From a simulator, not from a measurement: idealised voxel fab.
The following is a process module called voxel wiring stack.
155 nm wide, 5 nm square cells: that's cross-section cut.
A cross-section in this document is a grid of square cells, and it is written down as bands, the top band listed before the ones below it; a band is made up of one or more rows of cells. Top, bottom (nm), then materials left to right with widths (nm); lone material tagged "full width" fills the whole band edge to edge; "empty" = empty space. Height datum 0, below which the as-received substrate wafer is one material. Lowest band open at the bottom, running downward: "z 0 and below". With a width like "30->40", each row of cells in the band differs from the next by the same amount, the top row carrying the first number and the bottom row the second. Where a step carries "no change occurred", the cross-section came out of it unchanged, cell for cell. Reported under the label "Closed cavity list" are the empty spaces having no open way to the top and comprising 8 cells or more; the notation for each is width x height at distance, in which the distance is measured from the left edge and all three values are in nm. Heads up: the bit after the settings on a step's line is the simulator's remark on that step. overlay nm: mask offset rightward from planned place, masked step; negative means leftward offset.

### Process steps foreseen in the plan
- 1: RECEIVE (material Si)
- 2: CONFORMAL_DEP (material SiO2; thk nm 15)
- 3: DIRECTIONAL_DEP (material TiN; thk nm 5)
- 4: DIRECTIONAL_DEP (material W; thk nm 15)
- 5: MASKED_ETCH (tone cover; mask id METAL_1; width nm 20; pitch nm 45; etch materials W; depth nm 15; overlay nm 0)
- 6: MASKED_ETCH (tone cover; mask id METAL_1; width nm 20; pitch nm 45; etch materials TiN; depth nm 5; overlay nm 0)
- 7: CONFORMAL_DEP (material SiN; thk nm 5)
- 8: FILL_DEP (material lowk; thk nm 5)
- 9: CMP (height nm 35)
- 10: CONFORMAL_DEP (material SiCN; thk nm 5)
- 11: DIRECTIONAL_DEP (material lowk; thk nm 15)
- 12: PATTERN (tone open; mask id PLUG_1; material resist; width nm 15; pitch nm 90; thk nm 15; overlay nm 0)
- 13: DIRECTIONAL_ETCH (etch materials lowk; depth nm 15)
- 14: DIRECTIONAL_ETCH (etch materials SiCN; depth nm 5)
- 15: STRIP (etch materials resist)
- 16: CONFORMAL_DEP (material TiN; thk nm 5)
- 17: FILL_DEP (material W; thk nm 10)
- 18: CMP (height nm 55)
- 19: CONFORMAL_DEP (material SiN; thk nm 5)
- 20: DIRECTIONAL_DEP (material SiO2; thk nm 25)
- 21: DIRECTIONAL_DEP (material aC; thk nm 15)
- 22: PATTERN (tone open; mask id METAL_2; material resist; width nm 20; pitch nm 45; thk nm 30; overlay nm 0)
- 23: DIRECTIONAL_ETCH (etch materials aC; depth nm 15)
- 24: STRIP (etch materials resist)
- 25: DIRECTIONAL_ETCH (etch materials SiO2; depth nm 25)
- 26: DIRECTIONAL_ETCH (etch materials SiN; depth nm 5)
- 27: STRIP (etch materials aC)
- 28: CONFORMAL_DEP (material TiN; thk nm 5)
- 29: FILL_DEP (material W; thk nm 10)
- 30: CMP (height nm 85)
- 31: CONFORMAL_DEP (material SiCN; thk nm 5)
- 32: DIRECTIONAL_DEP (material SiO2; thk nm 20)
- 33: DIRECTIONAL_DEP (material aC; thk nm 10)
- 34: PATTERN (tone open; mask id PLUG_2; material resist; width nm 15; pitch nm 90; thk nm 30; overlay nm 0)
- 35: DIRECTIONAL_ETCH (etch materials aC; depth nm 10)
- 36: STRIP (etch materials resist)
- 37: DIRECTIONAL_ETCH (etch materials SiO2; depth nm 20)
- 38: DIRECTIONAL_ETCH (etch materials SiCN; depth nm 5)
- 39: STRIP (etch materials aC)
- 40: EPI (material Ru; thk nm 10)
- 41: EPI (material Ru; thk nm 10)
- 42: EPI (material Ru; thk nm 5)
- 43: CONFORMAL_DEP (material SiN; thk nm 5)
- 44: DIRECTIONAL_DEP (material lowk; thk nm 25)
- 45: MASKED_ETCH (tone open; mask id METAL_3; width nm 20; pitch nm 45; etch materials lowk; depth nm 25; overlay nm 0)
- 46: MASKED_ETCH (tone open; mask id METAL_3; width nm 20; pitch nm 45; etch materials SiN; depth nm 5; overlay nm 0)
- 47: CONFORMAL_DEP (material TiN; thk nm 5)
- 48: FILL_DEP (material Cu; thk nm 10)
- 49: CMP (height nm 140)
- 50: CONFORMAL_DEP (material SiCN; thk nm 5)
- 51: DIRECTIONAL_DEP (material lowk; thk nm 10)
- 52: DIRECTIONAL_DEP (material aC; thk nm 10)
- 53: PATTERN (tone open; mask id PLUG_3; material resist; width nm 15; pitch nm 45; thk nm 25; overlay nm 0)
- 54: DIRECTIONAL_ETCH (etch materials aC; depth nm 10)
- 55: STRIP (etch materials resist)
- 56: DIRECTIONAL_ETCH (etch materials lowk; depth nm 10)
- 57: DIRECTIONAL_ETCH (etch materials SiCN; depth nm 5)
- 58: STRIP (etch materials aC)
- 59: CONFORMAL_DEP (material TiN; thk nm 5)
- 60: FILL_DEP (material W; thk nm 5)
- 61: CMP (height nm 155)
- 62: DIRECTIONAL_DEP (material TiN; thk nm 5)
- 63: DIRECTIONAL_DEP (material W; thk nm 15)
- 64: PATTERN (tone cover; mask id METAL_4; material resist; width nm 20; pitch nm 45; thk nm 20; overlay nm 0)
- 65: DIRECTIONAL_ETCH (etch materials W; depth nm 15)
- 66: DIRECTIONAL_ETCH (etch materials TiN; depth nm 5)
- 67: STRIP (etch materials resist)
- 68: CONFORMAL_DEP (material SiCN; thk nm 5)
- 69: FILL_DEP (material lowk; thk nm 5)
- 70: CMP (height nm 175)
- 71: CONFORMAL_DEP (material SiCN; thk nm 5)

### Shown in cross-section is the wafer as received, that is, as it stands after step 1
* z 0 and below | Si full width
* Closed cavity list: none

### First of two wafers, end-of-module section, run followed plan
* z 180 to 175 | SiCN full width
* z 175 to 160 | 15 lowk / 5 SiCN / 20 W / 5 SiCN / 15 lowk / 5 SiCN / 20 W / 5 SiCN / 15 lowk / 5 SiCN / 20 W / 5 SiCN / 20 lowk
* z 160 to 155 | 20 SiCN / 20 TiN / 25 SiCN / 20 TiN / 25 SiCN / 20 TiN / 25 SiCN
* z 155 to 145 | 20 lowk / 5 TiN / 5 W / 5 TiN / 30 lowk / 5 TiN / 5 W / 5 TiN / 30 lowk / 5 TiN / 5 W / 5 TiN / 30 lowk
* z 145 to 140 | 20 SiCN / 15 TiN / 30 SiCN / 15 TiN / 30 SiCN / 15 TiN / 30 SiCN
* z 140 to 115 | 20 lowk / 5 TiN / 10 Cu / 5 TiN / 25 lowk / 5 TiN / 10 Cu / 5 TiN / 25 lowk / 5 TiN / 10 Cu / 5 TiN / 25 lowk
* z 115 to 110 | 20 SiN / 20 TiN / 25 SiN / 20 TiN / 25 SiN / 20 TiN / 25 SiN
* z 110 to 90 | 20 SiO2 / 15 Ru / 75 SiO2 / 15 Ru / 30 SiO2
* z 90 to 85 | 20 SiCN / 15 Ru / 75 SiCN / 15 Ru / 30 SiCN
* z 85 to 60 | 20 SiO2 / 5 TiN / 10 W / 5 TiN / 25 SiO2 / 5 TiN / 10 W / 5 TiN / 25 SiO2 / 5 TiN / 10 W / 5 TiN / 25 SiO2
* z 60 to 55 | 20 SiN / 20 TiN / 25 SiN / 20 TiN / 25 SiN / 20 TiN / 25 SiN
* z 55 to 40 | 20 lowk / 5 TiN / 5 W / 5 TiN / 75 lowk / 5 TiN / 5 W / 5 TiN / 30 lowk
* z 40 to 35 | 20 SiCN / 15 TiN / 75 SiCN / 15 TiN / 30 SiCN
* z 35 to 20 | 15 lowk / 5 SiN / 20 W / 5 SiN / 15 lowk / 5 SiN / 20 W / 5 SiN / 15 lowk / 5 SiN / 20 W / 5 SiN / 20 lowk
* z 20 to 15 | 20 SiN / 20 TiN / 25 SiN / 20 TiN / 25 SiN / 20 TiN / 25 SiN
* z 15 to 0 | SiO2 full width
* z 0 and below | Si full width
* Closed cavity list: none

### Second wafer cross-section at end of module - shared start and plan with the first, one mistake in the run
* z 180 to 175 | SiCN full width
* z 175 to 160 | 15 lowk / 5 SiCN / 20 W / 5 SiCN / 15 lowk / 5 SiCN / 20 W / 5 SiCN / 15 lowk / 5 SiCN / 20 W / 5 SiCN / 20 lowk
* z 160 to 155 | 20 SiCN / 20 TiN / 25 SiCN / 20 TiN / 25 SiCN / 20 TiN / 25 SiCN
* z 155 to 145 | 20 lowk / 5 TiN / 5 W / 5 TiN / 30 lowk / 5 TiN / 5 W / 5 TiN / 30 lowk / 5 TiN / 5 W / 5 TiN / 30 lowk
* z 145 to 140 | 20 SiCN / 15 TiN / 30 SiCN / 15 TiN / 30 SiCN / 15 TiN / 30 SiCN
* z 140 to 125 | 20 lowk / 5 TiN / 10 Cu / 5 TiN / 25 lowk / 5 TiN / 10 Cu / 5 TiN / 25 lowk / 5 TiN / 10 Cu / 5 TiN / 25 lowk
* z 125 to 120 | 5 lowk / 15 SiN / 20 TiN / 10 SiN / 15 lowk / 5 TiN / 10 Cu / 5 TiN / 10 lowk / 15 SiN / 20 TiN / 10 SiN / 15 lowk
* z 120 to 115 | 5 lowk / 5 SiN / 35 Ru / 5 SiN / 15 lowk / 5 TiN / 10 Cu / 5 TiN / 10 lowk / 5 SiN / 35 Ru / 5 SiN / 15 lowk
* z 115 to 110 | 10 SiN / 35 Ru / 20 SiN / 20 TiN / 15 SiN / 35 Ru / 20 SiN
* z 110 to 90 | 20 SiO2 / 15 Ru / 75 SiO2 / 15 Ru / 30 SiO2
* z 90 to 85 | 20 SiCN / 15 Ru / 75 SiCN / 15 Ru / 30 SiCN
* z 85 to 60 | 20 SiO2 / 5 TiN / 10 W / 5 TiN / 25 SiO2 / 5 TiN / 10 W / 5 TiN / 25 SiO2 / 5 TiN / 10 W / 5 TiN / 25 SiO2
* z 60 to 55 | 20 SiN / 20 TiN / 25 SiN / 20 TiN / 25 SiN / 20 TiN / 25 SiN
* z 55 to 40 | 20 lowk / 5 TiN / 5 W / 5 TiN / 75 lowk / 5 TiN / 5 W / 5 TiN / 30 lowk
* z 40 to 35 | 20 SiCN / 15 TiN / 75 SiCN / 15 TiN / 30 SiCN
* z 35 to 20 | 15 lowk / 5 SiN / 20 W / 5 SiN / 15 lowk / 5 SiN / 20 W / 5 SiN / 15 lowk / 5 SiN / 20 W / 5 SiN / 20 lowk
* z 20 to 15 | 20 SiN / 20 TiN / 25 SiN / 20 TiN / 25 SiN / 20 TiN / 25 SiN
* z 15 to 0 | SiO2 full width
* z 0 and below | Si full width
* Closed cavity list: none
Against the plan, the run slipped here: one of steps 40 and 41 got run twice, and since they're all the same there's no telling which
Counted in cells at the end, the second wafer holds more or fewer of these materials than the first: Cu -8 | Ru +28 | SiN +8 | TiN -8 | lowk -20
